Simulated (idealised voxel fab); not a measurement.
Presented below is a process module, voxel wiring stack.
For reference, the cross-section in this document is cut, with width 180 nm and square cells of 5 nm.
In this document a cross-section is written as a grid of square cells. It is given as a series of bands, listed from the top down, and a band is one or more rows of cells.
In this notation a band is specified by the heights of its top and bottom, in that order and in nm, after which its materials appear from left to right, each paired with its width in nm. The word "edge to edge" attached to a single material means that material fills the band from edge to edge; the word "empty" stands for empty space.
All heights in this document are referenced to 0, defined as the level beneath which the wafer, as received, consists entirely of one material. The lowest band is not bounded below; it extends indefinitely downward and is written in the form "0 -> down".
It should be noted that a width expressed as "30 to 40" varies in equal increments from row to row of cells within the band, taking the value of the first number at the top row and that of the second number at the bottom row.
Basically "identical to before" means that step didn't change any cell in the cross-section.
If an empty space has no open way to the top and is at least 8 cells in size, "Closed cavities" lists it, written width x height at distance, where distance is measured from the left edge and every value is in nm.
Where a step's line continues beyond its settings, the continuation is a remark by the simulator itself on that step.
overlay nm: where the mask lay relative to plan, measured to the right, on steps with a mask; negatives go left.
# This section lists the process steps that were planned
1) RECEIVE (material Si)
2) CONFORMAL_DEP (material SiO2; thk nm 10)
3) DIRECTIONAL_DEP (material TiN; thk nm 5)
4) DIRECTIONAL_DEP (material Ru; thk nm 15)
5) DIRECTIONAL_DEP (material aC; thk nm 15)
6) PATTERN (tone cover; mask id METAL_1; material resist; width nm 20; pitch nm 50; thk nm 35; overlay nm 0)
7) DIRECTIONAL_ETCH (etch materials aC; depth nm 15)
8) STRIP (etch materials resist)
9) DIRECTIONAL_ETCH (etch materials Ru; depth nm 15)
10) DIRECTIONAL_ETCH (etch materials TiN; depth nm 5)
11) STRIP (etch materials aC)
12) FILL_DEP (material SiO2; thk nm 10)
13) CMP (height nm 30)
14) CONFORMAL_DEP (material SiCN; thk nm 5)
15) DIRECTIONAL_DEP (material lowk; thk nm 15)
16) MASKED_ETCH (tone open; mask id PLUG_1; width nm 15; pitch nm 100; etch materials lowk; depth nm 15; overlay nm 0)
17) MASKED_ETCH (tone open; mask id PLUG_1; width nm 15; pitch nm 100; etch materials SiCN; depth nm 5; overlay nm 0)
18) CONFORMAL_DEP (material TiN; thk nm 5)
19) FILL_DEP (material Cu; thk nm 10)
20) CMP (height nm 50)
21) CONFORMAL_DEP (material SiCN; thk nm 5)
22) DIRECTIONAL_DEP (material SiO2; thk nm 15)
23) MASKED_ETCH (tone open; mask id METAL_2; width nm 20; pitch nm 50; etch materials SiO2; depth nm 15; overlay nm 0)
24) MASKED_ETCH (tone open; mask id METAL_2; width nm 20; pitch nm 50; etch materials SiCN; depth nm 5; overlay nm 0)
25) CONFORMAL_DEP (material TiN; thk nm 5)
26) FILL_DEP (material Ru; thk nm 5)
27) CMP (height nm 70)
28) CONFORMAL_DEP (material SiCN; thk nm 5)
29) DIRECTIONAL_DEP (material SiO2; thk nm 15)
30) MASKED_ETCH (tone open; mask id PLUG_2; width nm 15; pitch nm 100; etch materials SiO2; depth nm 15; overlay nm 0)
31) MASKED_ETCH (tone open; mask id PLUG_2; width nm 15; pitch nm 100; etch materials SiCN; depth nm 5; overlay nm 0)
32) EPI (material Ru; thk nm 10)
33) EPI (material Ru; thk nm 10)
34) CONFORMAL_DEP (material SiN; thk nm 5)
35) DIRECTIONAL_DEP (material lowk; thk nm 15)
36) MASKED_ETCH (tone open; mask id METAL_3; width nm 20; pitch nm 50; etch materials lowk; depth nm 15; overlay nm 0)
37) MASKED_ETCH (tone open; mask id METAL_3; width nm 20; pitch nm 50; etch materials SiN; depth nm 5; overlay nm 0)
38) CONFORMAL_DEP (material TiN; thk nm 5)
39) FILL_DEP (material Cu; thk nm 10)
40) CMP (height nm 110)
41) EPI (material Ru; thk nm 5)
42) FILL_DEP (material SiCN; thk nm 5)
43) DIRECTIONAL_DEP (material SiO2; thk nm 25)
44) MASKED_ETCH (tone open; mask id METAL_4; width nm 20; pitch nm 50; etch materials SiO2; depth nm 15; overlay nm 0)
45) MASKED_ETCH (tone open; mask id METAL_4_HOLES; width nm 15; pitch nm 50; etch materials SiO2; depth nm 10; overlay nm 0)
46) MASKED_ETCH (tone open; mask id METAL_4_HOLES; width nm 15; pitch nm 50; etch materials SiCN; depth nm 5; overlay nm 0)
47) CONFORMAL_DEP (material TiN; thk nm 5)
48) FILL_DEP (material Cu; thk nm 10)
49) CMP (height nm 145)
50) CONFORMAL_DEP (material SiN; thk nm 5)
# Wafer cross-section on receipt, i.e. after step 1
0 -> down | Si edge to edge
Closed cavities: none
# First of two wafers at the end of the module, shown in cross-section; run carried out as planned
150 -> 145 | SiN edge to edge
145 -> 135 | SiO2 (30) / TiN (5) / Cu (10) / TiN (5) / SiO2 (30) / TiN (5) / Cu (10) / TiN (5) / SiO2 (30) / TiN (5) / Cu (10) / TiN (5) / SiO2 (30)
135 -> 130 | SiO2 (30) / TiN (5) / Cu (5) / TiN (10) / SiO2 (30) / TiN (5) / Cu (5) / TiN (10) / SiO2 (30) / TiN (5) / Cu (5) / TiN (10) / SiO2 (30)
130 -> 120 | SiO2 (30) / TiN (5) / Cu (5) / TiN (5) / SiO2 (35) / TiN (5) / Cu (5) / TiN (5) / SiO2 (35) / TiN (5) / Cu (5) / TiN (5) / SiO2 (35)
120 -> 115 | SiCN (30) / TiN (15) / SiCN (35) / TiN (15) / SiCN (35) / TiN (15) / SiCN (35)
115 -> 110 | SiCN (25) / Ru (30) / SiCN (20) / Ru (30) / SiCN (20) / Ru (30) / SiCN (25)
110 -> 95 | lowk (30) / TiN (5) / Cu (10) / TiN (5) / lowk (30) / TiN (5) / Cu (10) / TiN (5) / lowk (30) / TiN (5) / Cu (10) / TiN (5) / lowk (30)
95 -> 90 | SiN (30) / TiN (20) / SiN (30) / TiN (20) / SiN (30) / TiN (20) / SiN (30)
90 -> 75 | SiO2 (30) / Ru (15) / SiO2 (85) / Ru (15) / SiO2 (35)
75 -> 70 | SiCN (30) / Ru (15) / SiCN (85) / Ru (15) / SiCN (35)
70 -> 55 | SiO2 (30) / TiN (5) / Ru (10) / TiN (5) / SiO2 (30) / TiN (5) / Ru (10) / TiN (5) / SiO2 (30) / TiN (5) / Ru (10) / TiN (5) / SiO2 (30)
55 -> 50 | SiCN (30) / TiN (20) / SiCN (30) / TiN (20) / SiCN (30) / TiN (20) / SiCN (30)
50 -> 35 | lowk (30) / TiN (5) / Cu (5) / TiN (5) / lowk (85) / TiN (5) / Cu (5) / TiN (5) / lowk (35)
35 -> 30 | SiCN (30) / TiN (15) / SiCN (85) / TiN (15) / SiCN (35)
30 -> 15 | SiO2 (30) / Ru (20) / SiO2 (30) / Ru (20) / SiO2 (30) / Ru (20) / SiO2 (30)
15 -> 10 | SiO2 (30) / TiN (20) / SiO2 (30) / TiN (20) / SiO2 (30) / TiN (20) / SiO2 (30)
10 -> 0 | SiO2 edge to edge
0 -> down | Si edge to edge
Closed cavities: none
# Cross-section of the latter of the two wafers at module completion. It had an identical start and an identical plan to the former; in running it, one mistake was made
150 -> 145 | SiN edge to edge
145 -> 135 | SiO2 (30) / TiN (5) / Cu (10) / TiN (5) / SiO2 (30) / TiN (5) / Cu (10) / TiN (5) / SiO2 (30) / TiN (5) / Cu (10) / TiN (5) / SiO2 (30)
135 -> 130 | SiO2 (30) / TiN (5) / Cu (5) / TiN (10) / SiO2 (30) / TiN (5) / Cu (5) / TiN (10) / SiO2 (30) / TiN (5) / Cu (5) / TiN (10) / SiO2 (30)
130 -> 120 | SiO2 (30) / TiN (5) / Cu (5) / TiN (5) / SiO2 (35) / TiN (5) / Cu (5) / TiN (5) / SiO2 (35) / TiN (5) / Cu (5) / TiN (5) / SiO2 (35)
120 -> 115 | SiCN (30) / TiN (15) / SiCN (35) / TiN (15) / SiCN (35) / TiN (15) / SiCN (35)
115 -> 110 | SiCN (25) / Ru (30) / SiCN (20) / Ru (30) / SiCN (20) / Ru (30) / SiCN (25)
110 -> 105 | SiN (30) / TiN (20) / SiN (30) / TiN (20) / SiN (30) / TiN (20) / SiN (30)
105 -> 90 | SiO2 (30) / SiN (5) / TiN (5) / SiN (5) / SiO2 (85) / SiN (5) / TiN (5) / SiN (5) / SiO2 (35)
90 -> 75 | SiO2 edge to edge
75 -> 70 | SiCN edge to edge
70 -> 55 | SiO2 (30) / TiN (5) / Ru (10) / TiN (5) / SiO2 (30) / TiN (5) / Ru (10) / TiN (5) / SiO2 (30) / TiN (5) / Ru (10) / TiN (5) / SiO2 (30)
55 -> 50 | SiCN (30) / TiN (20) / SiCN (30) / TiN (20) / SiCN (30) / TiN (20) / SiCN (30)
50 -> 35 | lowk (30) / TiN (5) / Cu (5) / TiN (5) / lowk (85) / TiN (5) / Cu (5) / TiN (5) / lowk (35)
35 -> 30 | SiCN (30) / TiN (15) / SiCN (85) / TiN (15) / SiCN (35)
30 -> 15 | SiO2 (30) / Ru (20) / SiO2 (30) / Ru (20) / SiO2 (30) / Ru (20) / SiO2 (30)
15 -> 10 | SiO2 (30) / TiN (20) / SiO2 (30) / TiN (20) / SiO2 (30) / TiN (20) / SiO2 (30)
10 -> 0 | SiO2 edge to edge
0 -> down | Si edge to edge
Closed cavities: none
Heads up, the wafer didn't run the way we planned it: step 29 of the plan saw execution twice
FYI, end of process, the second wafer has more or fewer cells of some materials than the first: Cu: 18 fewer, Ru: 24 fewer, SiCN: 6 more, SiN: 12 more, SiO2: 108 more, TiN: 12 fewer, lowk: 72 fewer
